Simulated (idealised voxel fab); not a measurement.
Proc. module: voxel trench capacitor
Cross-sectional view cut (width: 270 nm; square cell size: 5 nm).
A cross-section in this document is a grid of square cells, and it is written down as bands, the top band listed before the ones below it; a band is made up of one or more rows of cells.
Heads up on the band format: heights come first, top then bottom, in nm. After that it's the materials left to right, each with its width in nm. A single material flagged "all across" fills the whole band edge to edge, and "air" means there's empty space there.
We count height from 0. Below that, the starting wafer is all one material. The lowest band never ends at the bottom but goes on down; see "0 down" for how that is written.
The notation "30..40" denotes a width that varies across the rows of cells in the band, beginning at the first number in the top row, finishing at the second number in the bottom row, and changing by an identical amount from each row to the next.
"all unchanged" means the step left every cell of the cross-section as it was.
The entry titled "Voids, enclosed" provides the empty spaces that have no open way to the top, restricted to those of 8 cells or more. Each is presented as width x height at distance, the distance being measured from the left edge, with all three in nm.
Whatever follows a step's settings on its line is a remark the simulator itself makes about that step.
"overlay nm" answers the question of how far to the right of plan the mask lay on a step that has a mask, and when it is negative the answer is to the left.

### The following list gives the planned process steps
1 RECEIVE with material Si
2 CONFORMAL_DEP with material SiN, thk nm 10
3 DIRECTIONAL_DEP with material aC, thk nm 15
4 PATTERN with tone open, mask id TRENCH, material resist, width nm 25, pitch nm 40, thk nm 35, overlay nm 0
5 DIRECTIONAL_ETCH with etch materials aC, depth nm 15
6 STRIP with etch materials resist
7 DIRECTIONAL_ETCH with etch materials SiN, depth nm 10
8 DIRECTIONAL_ETCH with etch materials Si, depth nm 30
9 STRIP with etch materials aC
10 CONFORMAL_DEP with material HfO2, thk nm 5
11 CONFORMAL_DEP with material TiN, thk nm 5
12 FILL_DEP with material W, thk nm 5
13 CMP with height nm 10

### So this is the incoming wafer in cross-section - it's already been through step 1
  0 down | Si all across
  Voids, enclosed: none

### Wafer cross-section at module end: first of two, run to plan
  10 to 0 | 80 of SiN; 5 of HfO2; 5 of TiN; 5 of W; 5 of TiN; 5 of HfO2; 15 of SiN; 5 of HfO2; 5 of TiN; 5 of W; 5 of TiN; 5 of HfO2; 15 of SiN; 5 of HfO2; 5 of TiN; 5 of W; 5 of TiN; 5 of HfO2; 85 of SiN
  0 to -20 | 80 of Si; 5 of HfO2; 5 of TiN; 5 of W; 5 of TiN; 5 of HfO2; 15 of Si; 5 of HfO2; 5 of TiN; 5 of W; 5 of TiN; 5 of HfO2; 15 of Si; 5 of HfO2; 5 of TiN; 5 of W; 5 of TiN; 5 of HfO2; 85 of Si
  -20 to -25 | 80 of Si; 5 of HfO2; 15 of TiN; 5 of HfO2; 15 of Si; 5 of HfO2; 15 of TiN; 5 of HfO2; 15 of Si; 5 of HfO2; 15 of TiN; 5 of HfO2; 85 of Si
  -25 to -30 | 80 of Si; 25 of HfO2; 15 of Si; 25 of HfO2; 15 of Si; 25 of HfO2; 85 of Si
  -30 down | Si all across
  Voids, enclosed: none

### So this is wafer number two of the two, cut at the end of the module - it started where the first did and had the same plan, we just got one thing wrong running it
  10 to 0 | 85 of SiN; 5 of HfO2; 5 of TiN; 5 of HfO2; 25 of SiN; 5 of HfO2; 5 of TiN; 5 of HfO2; 25 of SiN; 5 of HfO2; 5 of TiN; 5 of HfO2; 90 of SiN
  0 to -25 | 85 of Si; 5 of HfO2; 5 of TiN; 5 of HfO2; 25 of Si; 5 of HfO2; 5 of TiN; 5 of HfO2; 25 of Si; 5 of HfO2; 5 of TiN; 5 of HfO2; 90 of Si
  -25 to -30 | 85 of Si; 15 of HfO2; 25 of Si; 15 of HfO2; 25 of Si; 15 of HfO2; 90 of Si
  -30 down | Si all across
  Voids, enclosed: none
Against the plan, the run slipped here: step 4 did not use the planned setting and instead ran as PATTERN with tone open, mask id TRENCH, material resist, width nm 15, pitch nm 40, thk nm 35, overlay nm 0
Final tally in cells, some materials are higher or lower on the second wafer than on the first: HfO2 -6; Si +36; SiN +12; TiN -24; W -18
